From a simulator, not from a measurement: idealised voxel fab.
voxel self aligned vias: a process module
For reference, the cross-section in this document is cut, with width 205 nm and square cells of 5 nm.
Bands, listed from the top down, are how a cross-section gets written in this document; the cross-section itself is a grid of square cells, and a band is one or more rows of them. Basically the band line says how high the top is and how high the bottom is, in nm, and then what's in it from left to right, every material with its width in nm. Empty space shows up as "blank", and if a single material carries "everywhere" it runs the full band edge to edge. Height reference: 0 = level under which incoming wafer is all one material. Lowest band: no bottom, runs on downward, e.g. "0..down". With a width like "30 to 40", each row of cells in the band differs from the next by the same amount, the top row carrying the first number and the bottom row the second. Any step labelled "same as before" changed none of the cells in the cross-section. This entry, "Closed cavity list", enumerates those empty regions of no fewer than 8 cells that possess no open connection to the top. Each region is reported in the form width x height at distance, the distance being taken from the left edge, with all three quantities expressed in nm. Read whatever lies past the settings on a step's line as the simulator's own remark about the step. You can add "overlay nm" to a step's line. For a step with a mask, it describes how far the mask lay to the right of its planned position, and a negative number describes a lay to the left.
-- This section lists the process steps that were planned
step 1: RECEIVE,material Si
step 2: CONFORMAL_DEP,material SiO2,thk nm 10
step 3: CONFORMAL_DEP,material SiCN,thk nm 5
step 4: DIRECTIONAL_DEP,material lowk,thk nm 30
step 5: PATTERN,tone open,mask id LINES,material resist,width nm 20,pitch nm 55,thk nm 15,overlay nm 0
step 6: DIRECTIONAL_ETCH,etch materials lowk,depth nm 30
step 7: STRIP,etch materials resist
step 8: CONFORMAL_DEP,material TiN,thk nm 5
step 9: FILL_DEP,material W,thk nm 5
step 10: CMP,height nm 45
step 11: SELECTIVE_ETCH,etch materials W Ru TiN,depth nm 10
step 12: FILL_DEP,material SiN,thk nm 10
step 13: CMP,height nm 45
step 14: DIRECTIONAL_DEP,material lowk,thk nm 20
step 15: DIRECTIONAL_DEP,material aC,thk nm 10
step 16: PATTERN,tone open,mask id VIAS,material resist,width nm 30,pitch nm 55,thk nm 30,overlay nm 0
step 17: DIRECTIONAL_ETCH,etch materials aC,depth nm 10
step 18: STRIP,etch materials resist
step 19: DIRECTIONAL_ETCH,etch materials lowk,depth nm 20
step 20: DIRECTIONAL_ETCH,etch materials SiN,depth nm 10
step 21: STRIP,etch materials aC
step 22: CONFORMAL_DEP,material TiN,thk nm 5
step 23: FILL_DEP,material Ru,thk nm 5
step 24: CMP,height nm 65
step 25: CONFORMAL_DEP,material SiCN,thk nm 5
-- Cross-section of the incoming wafer, state after step 1
- 0..down = Si everywhere
- Closed cavity list: none
-- Final wafer profile in cross-section after the module, from the same start and plan as above, with one mistake made during processing
- 70..65 = SiCN everywhere
- 65..50 = lowk 30 nm; TiN 5 nm; Ru 20 nm; TiN 5 nm; lowk 25 nm; TiN 5 nm; Ru 20 nm; TiN 5 nm; lowk 25 nm; TiN 5 nm; Ru 20 nm; TiN 5 nm; lowk 35 nm
- 50..45 = lowk 30 nm; TiN 30 nm; lowk 25 nm; TiN 30 nm; lowk 25 nm; TiN 30 nm; lowk 35 nm
- 45..40 = SiCN everywhere
- 40..10 = lowk everywhere
- 10..0 = SiO2 everywhere
- 0..down = Si everywhere
- Closed cavity list: none
Short version of what went wrong: steps 3 and 4 were swapped
